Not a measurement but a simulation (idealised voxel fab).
Process module under the name voxel self aligned contacts
Section cut is 235 nm wide and gridded with 5 nm square cells.
Throughout this document, each cross-section is represented as a grid of square cells and is presented as a sequence of bands enumerated from the top downward, where a band comprises one or more rows of cells. Band: top and bottom heights (nm) first, top before bottom; then materials from left to right, widths in nm. "everywhere" marks a sole material filling the band edge to edge. "air" denotes empty space. Counting heights begins at 0, where everything beneath is, in the wafer as received, one material. The lowest band has no bottom; it goes on downwards, as "0 nm and below" shows. Read "30..40" as a graded width: first number on top, second number at the bottom, same change between each pair of neighbouring rows. When a step is marked "remains unaltered", none of the cells in the cross-section changed during that step. "Closed void listing" contains a list of empty spaces, each no smaller than 8 cells and without an open way to the top, written in the form width x height at distance with the distance from the left edge and all three in nm. after a step's settings: what the simulator itself notes on the step. Regarding "overlay nm": on a step with a mask, it is the distance the mask lay to the right of its planned place; a negative value places it to the left.

**So here's the lineup of process steps we planned**
1 RECEIVE with material Si
2 CONFORMAL_DEP with material SiO2, thk nm 5
3 DIRECTIONAL_DEP with material polySi, thk nm 30
4 DIRECTIONAL_DEP with material SiN, thk nm 15
5 PATTERN with tone cover, mask id GATE, material resist, width nm 25, pitch nm 50, thk nm 20, overlay nm 0
6 DIRECTIONAL_ETCH with etch materials SiN, depth nm 15
7 DIRECTIONAL_ETCH with etch materials polySi, depth nm 30
8 STRIP with etch materials resist
9 CONFORMAL_DEP with material SiN, thk nm 5
10 DIRECTIONAL_ETCH with etch materials SiN, depth nm 5
11 FILL_DEP with material SiO2, thk nm 15
12 CMP with height nm 60
13 PATTERN with tone open, mask id CONTACT, material resist, width nm 35, pitch nm 50, thk nm 15, overlay nm 0
14 DIRECTIONAL_ETCH with etch materials SiO2, depth nm 60
15 STRIP with etch materials resist
16 CONFORMAL_DEP with material TiN, thk nm 5
17 FILL_DEP with material Ru, thk nm 10
18 CMP with height nm 60
19 CONFORMAL_DEP with material SiCN, thk nm 5

**The first of the two wafers, which ran as planned**

**Cross-section of the incoming wafer, state after step 1**
> 0 nm and below = Si everywhere
> Closed void listing: none

**Presented here is a cross-section of the wafer after step 2 has been performed**
> 5 nm to 0 nm = SiO2 everywhere
> At heights below 0, the structure remains unaltered.

**Presented here is a cross-section of the wafer after step 3 has been performed**
> 35 nm to 5 nm = polySi everywhere
> At heights below 5, the structure remains unaltered.

**Presented here is a cross-section of the wafer after step 4 has been performed**
> 50 nm to 35 nm = SiN everywhere
> At heights below 35, the structure remains unaltered.

**Presented here is a cross-section of the wafer after step 5 has been performed**
> 70 nm to 50 nm = air (55); resist (25); air (25); resist (25); air (25); resist (25); air (55)
> At heights below 50, the structure remains unaltered.

**Presented here is a cross-section of the wafer after step 6 has been performed**
> 70 nm to 50 nm = air (55); resist (25); air (25); resist (25); air (25); resist (25); air (55)
> 50 nm to 35 nm = air (55); SiN (25); air (25); SiN (25); air (25); SiN (25); air (55)
> At heights below 35, the structure remains unaltered.

**Presented here is a cross-section of the wafer after step 7 has been performed**
> 70 nm to 50 nm = air (55); resist (25); air (25); resist (25); air (25); resist (25); air (55)
> 50 nm to 35 nm = air (55); SiN (25); air (25); SiN (25); air (25); SiN (25); air (55)
> 35 nm to 5 nm = air (55); polySi (25); air (25); polySi (25); air (25); polySi (25); air (55)
> At heights below 5, the structure remains unaltered.

**Presented here is a cross-section of the wafer after step 8 has been performed**
> 50 nm to 35 nm = air (55); SiN (25); air (25); SiN (25); air (25); SiN (25); air (55)
> At heights below 35, the structure remains unaltered.

**Presented here is a cross-section of the wafer after step 9 has been performed**
> 55 nm to 35 nm = air (50); SiN (35); air (15); SiN (35); air (15); SiN (35); air (50)
> 35 nm to 10 nm = air (50); SiN (5); polySi (25); SiN (5); air (15); SiN (5); polySi (25); SiN (5); air (15); SiN (5); polySi (25); SiN (5); air (50)
> 10 nm to 5 nm = SiN (55); polySi (25); SiN (25); polySi (25); SiN (25); polySi (25); SiN (55)
> At heights below 5, the structure remains unaltered.

**Presented here is a cross-section of the wafer after step 10 has been performed**
> 50 nm to 35 nm = air (50); SiN (35); air (15); SiN (35); air (15); SiN (35); air (50)
> 35 nm to 5 nm = air (50); SiN (5); polySi (25); SiN (5); air (15); SiN (5); polySi (25); SiN (5); air (15); SiN (5); polySi (25); SiN (5); air (50)
> At heights below 5, the structure remains unaltered.

**Presented here is a cross-section of the wafer after step 11 has been performed**
> 65 nm to 50 nm = SiO2 everywhere
> 50 nm to 35 nm = SiO2 (50); SiN (35); SiO2 (15); SiN (35); SiO2 (15); SiN (35); SiO2 (50)
> 35 nm to 5 nm = SiO2 (50); SiN (5); polySi (25); SiN (5); SiO2 (15); SiN (5); polySi (25); SiN (5); SiO2 (15); SiN (5); polySi (25); SiN (5); SiO2 (50)
> At heights below 5, the structure remains unaltered.

**Presented here is a cross-section of the wafer after step 12 has been performed**
> 60 nm to 50 nm = SiO2 everywhere
> At heights below 50, the structure remains unaltered.

**Presented here is a cross-section of the wafer after step 13 has been performed**
> 75 nm to 60 nm = resist (75); air (35); resist (15); air (35); resist (75)
> At heights below 60, the structure remains unaltered.

**Presented here is a cross-section of the wafer after step 14 has been performed**
> 75 nm to 60 nm = resist (75); air (35); resist (15); air (35); resist (75)
> 60 nm to 50 nm = SiO2 (75); air (35); SiO2 (15); air (35); SiO2 (75)
> 50 nm to 35 nm = SiO2 (50); SiN (35); air (15); SiN (35); air (15); SiN (35); SiO2 (50)
> 35 nm to 5 nm = SiO2 (50); SiN (5); polySi (25); SiN (5); air (15); SiN (5); polySi (25); SiN (5); air (15); SiN (5); polySi (25); SiN (5); SiO2 (50)
> 5 nm to 0 nm = SiO2 (85); air (15); SiO2 (35); air (15); SiO2 (85)
> At heights below 0, the structure remains unaltered.

**Presented here is a cross-section of the wafer after step 15 has been performed**
> 60 nm to 50 nm = SiO2 (75); air (35); SiO2 (15); air (35); SiO2 (75)
> At heights below 50, the structure remains unaltered.

**Presented here is a cross-section of the wafer after step 16 has been performed**
> 65 nm to 60 nm = TiN (80); air (25); TiN (25); air (25); TiN (80)
> 60 nm to 50 nm = SiO2 (75); TiN (5..15); air (25..5); TiN (5..15); SiO2 (15); TiN (5..15); air (25..5); TiN (5..15); SiO2 (75)
> 50 nm to 35 nm = SiO2 (50); SiN (35); TiN (5); air (5); TiN (5); SiN (35); TiN (5); air (5); TiN (5); SiN (35); SiO2 (50)
> 35 nm to 5 nm = SiO2 (50); SiN (5); polySi (25); SiN (5); TiN (5); air (5); TiN (5); SiN (5); polySi (25); SiN (5); TiN (5); air (5); TiN (5); SiN (5); polySi (25); SiN (5); SiO2 (50)
> 5 nm to 0 nm = SiO2 (85); TiN (15); SiO2 (35); TiN (15); SiO2 (85)
> At heights below 0, the structure remains unaltered.

**Presented here is a cross-section of the wafer after step 17 has been performed**
> 75 nm to 65 nm = Ru everywhere
> 65 nm to 60 nm = TiN (80); Ru (25); TiN (25); Ru (25); TiN (80)
> 60 nm to 50 nm = SiO2 (75); TiN (5..15); Ru (25..5); TiN (5..15); SiO2 (15); TiN (5..15); Ru (25..5); TiN (5..15); SiO2 (75)
> 50 nm to 35 nm = SiO2 (50); SiN (35); TiN (5); Ru (5); TiN (5); SiN (35); TiN (5); Ru (5); TiN (5); SiN (35); SiO2 (50)
> 35 nm to 5 nm = SiO2 (50); SiN (5); polySi (25); SiN (5); TiN (5); Ru (5); TiN (5); SiN (5); polySi (25); SiN (5); TiN (5); Ru (5); TiN (5); SiN (5); polySi (25); SiN (5); SiO2 (50)
> At heights below 5, the structure remains unaltered.

**Presented here is a cross-section of the wafer after step 18 has been performed**
> 60 nm to 50 nm = SiO2 (75); TiN (5..15); Ru (25..5); TiN (5..15); SiO2 (15); TiN (5..15); Ru (25..5); TiN (5..15); SiO2 (75)
> At heights below 50, the structure remains unaltered.

**Presented here is a cross-section of the wafer after step 19 has been performed**
> 65 nm to 60 nm = SiCN everywhere
> At heights below 60, the structure remains unaltered.

**Wafer two: like wafer one in start and plan, but with one mistake in execution; identical up to and including step 3**

**Second wafer, sectioned view, at step 4's planned end time**
> 50 nm to 35 nm = SiO2 everywhere
> At heights below 35, the structure remains unaltered.

**Second wafer, sectioned view, at step 5's planned end time**
> 70 nm to 50 nm = air (55); resist (25); air (25); resist (25); air (25); resist (25); air (55)
> At heights below 50, the structure remains unaltered.

Second wafer, sectioned view, at step 6's planned end time: remains unaltered

Second wafer, sectioned view, at step 7's planned end time: remains unaltered

**Second wafer, sectioned view, at step 8's planned end time**
> 50 nm to 35 nm = SiO2 everywhere
> At heights below 35, the structure remains unaltered.

**Second wafer, sectioned view, at step 9's planned end time**
> 55 nm to 50 nm = SiN everywhere
> At heights below 50, the structure remains unaltered.

**Second wafer, sectioned view, at step 10's planned end time**
> 50 nm to 35 nm = SiO2 everywhere
> At heights below 35, the structure remains unaltered.

**Second wafer, sectioned view, at step 11's planned end time**
> 65 nm to 35 nm = SiO2 everywhere
> At heights below 35, the structure remains unaltered.

**Second wafer, sectioned view, at step 12's planned end time**
> 60 nm to 35 nm = SiO2 everywhere
> At heights below 35, the structure remains unaltered.

**Second wafer, sectioned view, at step 13's planned end time**
> 75 nm to 60 nm = resist (75); air (35); resist (15); air (35); resist (75)
> At heights below 60, the structure remains unaltered.

**Second wafer, sectioned view, at step 14's planned end time**
> 75 nm to 60 nm = resist (75); air (35); resist (15); air (35); resist (75)
> 60 nm to 35 nm = SiO2 (75); air (35); SiO2 (15); air (35); SiO2 (75)
> At heights below 35, the structure remains unaltered.

**Second wafer, sectioned view, at step 15's planned end time**
> 60 nm to 35 nm = SiO2 (75); air (35); SiO2 (15); air (35); SiO2 (75)
> At heights below 35, the structure remains unaltered.

**Second wafer, sectioned view, at step 16's planned end time**
> 65 nm to 60 nm = TiN (80); air (25); TiN (25); air (25); TiN (80)
> 60 nm to 40 nm = SiO2 (75); TiN (5); air (25); TiN (5); SiO2 (15); TiN (5); air (25); TiN (5); SiO2 (75)
> 40 nm to 35 nm = SiO2 (75); TiN (35); SiO2 (15); TiN (35); SiO2 (75)
> At heights below 35, the structure remains unaltered.

**Second wafer, sectioned view, at step 17's planned end time**
> 75 nm to 65 nm = Ru everywhere
> 65 nm to 60 nm = TiN (80); Ru (25); TiN (25); Ru (25); TiN (80)
> 60 nm to 40 nm = SiO2 (75); TiN (5); Ru (25); TiN (5); SiO2 (15); TiN (5); Ru (25); TiN (5); SiO2 (75)
> At heights below 40, the structure remains unaltered.

**Second wafer, sectioned view, at step 18's planned end time**
> 60 nm to 40 nm = SiO2 (75); TiN (5); Ru (25); TiN (5); SiO2 (15); TiN (5); Ru (25); TiN (5); SiO2 (75)
> At heights below 40, the structure remains unaltered.

**Second wafer, sectioned view, at step 19's planned end time**
> 65 nm to 60 nm = SiCN everywhere
> At heights below 60, the structure remains unaltered.
What was the processing mistake? step 4 did not happen as planned, as run it was DIRECTIONAL_DEP with material SiO2, thk nm 15
Bottom line after processing is that, in cells, the second wafer is up or down on some materials versus the first: Ru: 10 more, SiN: 99 fewer, SiO2: 75 fewer, TiN: 28 fewer, polySi: 192 more
